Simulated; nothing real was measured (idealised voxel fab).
process module | voxel self aligned vias
We display cut, a cross-section 285 nm in width whose square cells are each 5 nm.
If you're reading a cross-section in this doc, picture square cells in a grid; it comes to you as bands, top ones listed first down to the bottom, and a band can be one or more rows of cells.
First you get the band's top height and its bottom height, in nm, and then the materials it's made of, left to right, with each width in nm. If you see a single material with "everywhere", that one covers the band edge to edge. "empty" is empty space.
A quick word on heights: they are counted from 0, and under that level the wafer as it came to us is one material throughout. The lowest band is different from the rest in having no bottom; it simply continues downward, written as in "z 0 and below".
The notation "30->40" denotes a width that varies across the rows of cells in the band, beginning at the first number in the top row, finishing at the second number in the bottom row, and changing by an identical amount from each row to the next.
"remained unchanged" means the step left every cell of the cross-section as it was.
Empty spaces without an open route to the top, at least 8 cells in extent, make up the entry "Completely sealed voids"; each is given as width x height at distance, where the distance is measured from the left edge, and all are in nm.
Anything after a step's settings on that line? It's the simulator's own note about the step.
Among the settings permitted on a step's line is "overlay nm"; applied to a step with a mask, it specifies the extent to which the mask lay to the right of its planned position, whereas a negative figure signifies a position to the left.
# plan
| 1 | RECEIVE,material Si |
| 2 | CONFORMAL_DEP,material SiO2,thk nm 15 |
| 3 | CONFORMAL_DEP,material SiCN,thk nm 5 |
| 4 | DIRECTIONAL_DEP,material SiO2,thk nm 20 |
| 5 | PATTERN,tone open,mask id LINES,material resist,width nm 20,pitch nm 45,thk nm 15,overlay nm 0 |
| 6 | DIRECTIONAL_ETCH,etch materials SiO2,depth nm 20 |
| 7 | STRIP,etch materials resist |
| 8 | CONFORMAL_DEP,material TiN,thk nm 5 |
| 9 | FILL_DEP,material W,thk nm 5 |
| 10 | CMP,height nm 40 |
| 11 | SELECTIVE_ETCH,etch materials W Ru TiN,depth nm 5 |
| 12 | FILL_DEP,material SiN,thk nm 10 |
| 13 | CMP,height nm 40 |
| 14 | DIRECTIONAL_DEP,material SiO2,thk nm 15 |
| 15 | DIRECTIONAL_DEP,material aC,thk nm 15 |
| 16 | PATTERN,tone open,mask id VIAS,material resist,width nm 30,thk nm 30,overlay nm 0 |
| 17 | DIRECTIONAL_ETCH,etch materials aC,depth nm 15 |
| 18 | STRIP,etch materials resist |
| 19 | DIRECTIONAL_ETCH,etch materials SiO2,depth nm 15 |
| 20 | DIRECTIONAL_ETCH,etch materials SiN,depth nm 5 |
| 21 | STRIP,etch materials aC |
| 22 | CONFORMAL_DEP,material TiN,thk nm 5 |
| 23 | FILL_DEP,material W,thk nm 5 |
| 24 | CMP,height nm 55 |
| 25 | CONFORMAL_DEP,material SiN,thk nm 5 |
# Cross-sectional view of the wafer in its as-received condition, corresponding to the state after step 1
	z 0 and below  Si everywhere
	Completely sealed voids: none
# Wafer cross-section at module end: first of two, run to plan
	z 60 to 55  SiN everywhere
	z 55 to 45  SiO2: 105 | TiN: 5 | W: 20 | TiN: 5 | SiO2: 150
	z 45 to 40  SiO2: 105 | TiN: 10 | W: 10 | TiN: 10 | SiO2: 150
	z 40 to 35  SiO2: 110 | TiN: 20 | SiO2: 25 | SiN: 20 | SiO2: 110
	z 35 to 25  SiO2: 110 | TiN: 5 | W: 10 | TiN: 5 | SiO2: 25 | TiN: 5 | W: 10 | TiN: 5 | SiO2: 110
	z 25 to 20  SiO2: 110 | TiN: 20 | SiO2: 25 | TiN: 20 | SiO2: 110
	z 20 to 15  SiCN everywhere
	z 15 to 0  SiO2 everywhere
	z 0 and below  Si everywhere
	Completely sealed voids: none
# This is the second of the two wafers, cross-sectioned at the end of the module; it started exactly like the first and was given the same plan, but it was run with one mistake
	z 60 to 55  SiN everywhere
	z 55 to 45  SiO2: 105 | TiN: 5 | W: 20 | TiN: 5 | SiO2: 150
	z 45 to 40  SiO2: 105 | TiN: 15 | W: 5 | TiN: 10 | SiO2: 150
	z 40 to 35  SiO2: 115 | TiN: 15 | SiO2: 30 | SiN: 15 | SiO2: 110
	z 35 to 25  SiO2: 115 | TiN: 5 | W: 5 | TiN: 5 | SiO2: 30 | TiN: 5 | W: 5 | TiN: 5 | SiO2: 110
	z 25 to 20  SiO2: 115 | TiN: 15 | SiO2: 30 | TiN: 15 | SiO2: 110
	z 20 to 15  SiCN everywhere
	z 15 to 0  SiO2 everywhere
	z 0 and below  Si everywhere
	Completely sealed voids: none
Run error: for step 5, the planned setting was not used; the step was instead run as PATTERN,tone open,mask id LINES,material resist,width nm 15,pitch nm 45,thk nm 15,overlay nm 0
Cell-count delta at end, second wafer over first, by material: -1 SiN, +8 SiO2, -2 TiN, -5 W
